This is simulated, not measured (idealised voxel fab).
process module | voxel gate over fins
cross-section cut | 160 nm wide | cells 5 nm
A cross-section is a grid of square cells, given in bands from the top down. A band is one or more rows of cells.
Each band's line starts with the height of the band's top and of its bottom, in nm. Then come its materials from left to right, each with its width in nm. One material with "throughout" fills the band from edge to edge. "air" is empty space.
Height 0 is the level under which the wafer as received is all one material. The lowest band goes on downwards, as in "0 down".
A width such as "30 to 40" changes by the same amount from each row of cells to the next, from the band's top row to its bottom row.
"no change" after a step means that no cell of the cross-section changed.
closed voids: empty space of 8 cells or more with no open way to the top, each as width x height at its distance from the left edge, in nm
after a step's settings: what the simulator itself notes on the step
overlay nm, on a step with a mask: how far to the right of its planned place the mask lay; to the left if negative
plan
1 op RECEIVE | material Si
2 op CONFORMAL_DEP | material SiN | thk nm 5
3 op PATTERN | tone cover | mask id FINS | material resist | width nm 15 | pitch nm 50 | thk nm 15 | overlay nm 0
4 op DIRECTIONAL_ETCH | etch materials SiN | depth nm 5
5 op DIRECTIONAL_ETCH | etch materials Si | depth nm 40
6 op STRIP | etch materials resist
7 op FILL_DEP | material SiO2 | thk nm 15
8 op CMP | height nm 5
9 op DIRECTIONAL_DEP | material aC | thk nm 15
10 op PATTERN | tone open | mask id RAIL | material resist | width nm 15 | thk nm 30 | overlay nm 0
11 op DIRECTIONAL_ETCH | etch materials aC | depth nm 15
12 op STRIP | etch materials resist
13 op DIRECTIONAL_ETCH | etch materials SiO2 | depth nm 40
14 op STRIP | etch materials aC
15 op CONFORMAL_DEP | material TiN | thk nm 5
16 op FILL_DEP | material Ru | thk nm 5
17 op CMP | height nm 5
18 op SELECTIVE_ETCH | etch materials W Ru TiN | depth nm 25
19 op FILL_DEP | material SiO2 | thk nm 5
20 op CMP | height nm 5
21 op SELECTIVE_ETCH | etch materials SiO2 | depth nm 15
22 op STRIP | etch materials SiN
23 op CONFORMAL_DEP | material HfO2 | thk nm 5
24 op CONFORMAL_DEP | material TiN | thk nm 5
25 op CONFORMAL_DEP | material TiAl | thk nm 5
26 op CONFORMAL_DEP | material TiN | thk nm 5
27 op FILL_DEP | material W | thk nm 15
28 op CMP | height nm 30
29 op CONFORMAL_DEP | material SiCN | thk nm 10
as received, after step 1
  0 down: Si throughout
  closed voids: none
first wafer at the end, as planned
  40 to 30: SiCN throughout
  30 to 20: W throughout
  20 to 15: TiN 155 | W 5
  15 to 10: TiN 5 | TiAl 45 | TiN 5 | TiAl 45 | TiN 5 | TiAl 45 | TiN 5 | W 5
  10 to 5: TiN 5 | TiAl 5 | TiN 35 | TiAl 5 | TiN 5 | TiAl 5 | TiN 35 | TiAl 5 | TiN 5 | TiAl 5 | TiN 35 | TiAl 5 | TiN 10
  5 to 0: TiAl 10 | TiN 5 | HfO2 25 | TiN 5 | TiAl 15 | TiN 5 | HfO2 25 | TiN 5 | TiAl 15 | TiN 5 | HfO2 25 | TiN 5 | TiAl 15
  0 to -5: TiN 15 | HfO2 5 | Si 15 | HfO2 5 | TiN 25 | HfO2 5 | Si 15 | HfO2 5 | TiN 25 | HfO2 5 | Si 15 | HfO2 5 | TiN 20
  -5 to -10: HfO2 20 | Si 15 | HfO2 35 | Si 15 | HfO2 35 | Si 15 | HfO2 25
  -10 to -20: SiO2 20 | Si 15 | SiO2 35 | Si 15 | SiO2 35 | Si 15 | SiO2 25
  -20 to -30: SiO2 20 | Si 15 | SiO2 10 | TiN 5 | Ru 5 | TiN 5 | SiO2 10 | Si 15 | SiO2 35 | Si 15 | SiO2 25
  -30 to -35: SiO2 20 | Si 15 | SiO2 10 | TiN 15 | SiO2 10 | Si 15 | SiO2 35 | Si 15 | SiO2 25
  -35 to -40: SiO2 20 | Si 15 | SiO2 35 | Si 15 | SiO2 35 | Si 15 | SiO2 25
  -40 down: Si throughout
  closed voids: none
second wafer at the end: like start, like plan, one mistake
  40 to 30: SiCN throughout
  30 to 15: W throughout
  15 to 10: W 5 | TiN 45 | W 5 | TiN 45 | W 5 | TiN 45 | W 10
  10 to 5: W 5 | TiN 5 | TiAl 35 | TiN 5 | W 5 | TiN 5 | TiAl 35 | TiN 5 | W 5 | TiN 5 | TiAl 35 | TiN 5 | W 10
  5 to 0: TiN 10 | TiAl 5 | TiN 25 | TiAl 5 | TiN 15 | TiAl 5 | TiN 25 | TiAl 5 | TiN 15 | TiAl 5 | TiN 25 | TiAl 5 | TiN 15
  0 to -5: TiAl 15 | TiN 5 | Si 15 | TiN 5 | TiAl 25 | TiN 5 | Si 15 | TiN 5 | TiAl 25 | TiN 5 | Si 15 | TiN 5 | TiAl 20
  -5 to -10: TiN 20 | Si 15 | TiN 35 | Si 15 | TiN 35 | Si 15 | TiN 25
  -10 to -20: SiO2 20 | Si 15 | SiO2 35 | Si 15 | SiO2 35 | Si 15 | SiO2 25
  -20 to -30: SiO2 20 | Si 15 | SiO2 10 | TiN 5 | Ru 5 | TiN 5 | SiO2 10 | Si 15 | SiO2 35 | Si 15 | SiO2 25
  -30 to -35: SiO2 20 | Si 15 | SiO2 10 | TiN 15 | SiO2 10 | Si 15 | SiO2 35 | Si 15 | SiO2 25
  -35 to -40: SiO2 20 | Si 15 | SiO2 35 | Si 15 | SiO2 35 | Si 15 | SiO2 25
  -40 down: Si throughout
  closed voids: none
what went wrong: step 23 was left out
at the end the second wafer has, in cells: 44 fewer of HfO2 | 4 more of TiN | 40 more of W
